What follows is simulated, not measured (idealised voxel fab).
Process module in this document: voxel released beams
This is section cut - it's 210 nm across, gridded in 5 nm square cells.
Just so we're on the same page, the cross-sections are grids of square cells, and they're listed out in bands top to bottom, each band one or more rows deep.
This entry defines a band. It first specifies the height of the band's top and the height of its bottom in nm, and then specifies the band's materials from left to right, stating each material with its width in nm. The word "throughout" identifies a single material that fills the band from edge to edge, while the word "empty" identifies empty space.
Convention: height 0 is the level below which the wafer, as received, is all one material. The lowest band does not terminate at the bottom but continues downward, represented as "z 0 and below".
Width spec "30->40" -> top row of cells at first value, bottom row at second value, equal per-row change in between.
Where a step carries "no alteration", the cross-section came out of it unchanged, cell for cell.
The list in "Sealed void inventory" covers empty spaces of 8 cells or more that cannot reach the top through any open way, and it gives each as width x height at distance; the distance is from the left edge, and width, height and distance are in nm.
Where a step's line continues beyond its settings, the continuation is a remark by the simulator itself on that step.
overlay nm, on a step with a mask: how far to the right of its planned place the mask lay; to the left if negative

# Steps planned for the process
1,RECEIVE, material Si
2,CONFORMAL_DEP, material Al2O3, thk nm 5
3,DIRECTIONAL_DEP, material SiO2, thk nm 15
4,MASKED_ETCH, tone open, mask id ANCHOR, width nm 40, etch materials SiO2, depth nm 15, overlay nm 0
5,CONFORMAL_DEP, material SiN, thk nm 15
6,MASKED_ETCH, tone cover, mask id BEAM, width nm 125, etch materials SiN, depth nm 15, overlay nm 0
7,STRIP, etch materials SiO2
The thk nm used in step 2 is not the same on every wafer, whereas the starting condition is; the value printed in the plan is the first wafer's.

# Incoming state of the first of several wafers in cross-section: after step 1
> z 0 and below: Si throughout
> Sealed void inventory: none

# Cross-section after step 7, the final step of the module, for the first of several wafers
> z 35 to 20: 40 empty | 20 SiN | 10 empty | 95 SiN | 45 empty
> z 20 to 5: 45 empty | 40 SiN | 125 empty
> z 5 to 0: Al2O3 throughout
> z 0 and below: Si throughout
> Sealed void inventory: none

# End of module: cross-section, last of several wafers
> z 55 to 40: 40 empty | 20 SiN | 10 empty | 95 SiN | 45 empty
> z 40 to 25: 45 empty | 40 SiN | 125 empty
> z 25 to 0: Al2O3 throughout
> z 0 and below: Si throughout
> Sealed void inventory: none

# So in this table every wafer gets its own row, and what you see is where it stands at the end of the module: for each material, how many cells it picked up (+) or gave up (-) since we received it, and after that its closed voids
thk nm 5; +42 Al2O3; +93 SiN; Sealed void inventory: none
thk nm 10; +84 Al2O3; +93 SiN; Sealed void inventory: none
thk nm 15; +126 Al2O3; +93 SiN; Sealed void inventory: none
thk nm 20; +168 Al2O3; +93 SiN; Sealed void inventory: none
thk nm 25; +210 Al2O3; +93 SiN; Sealed void inventory: none
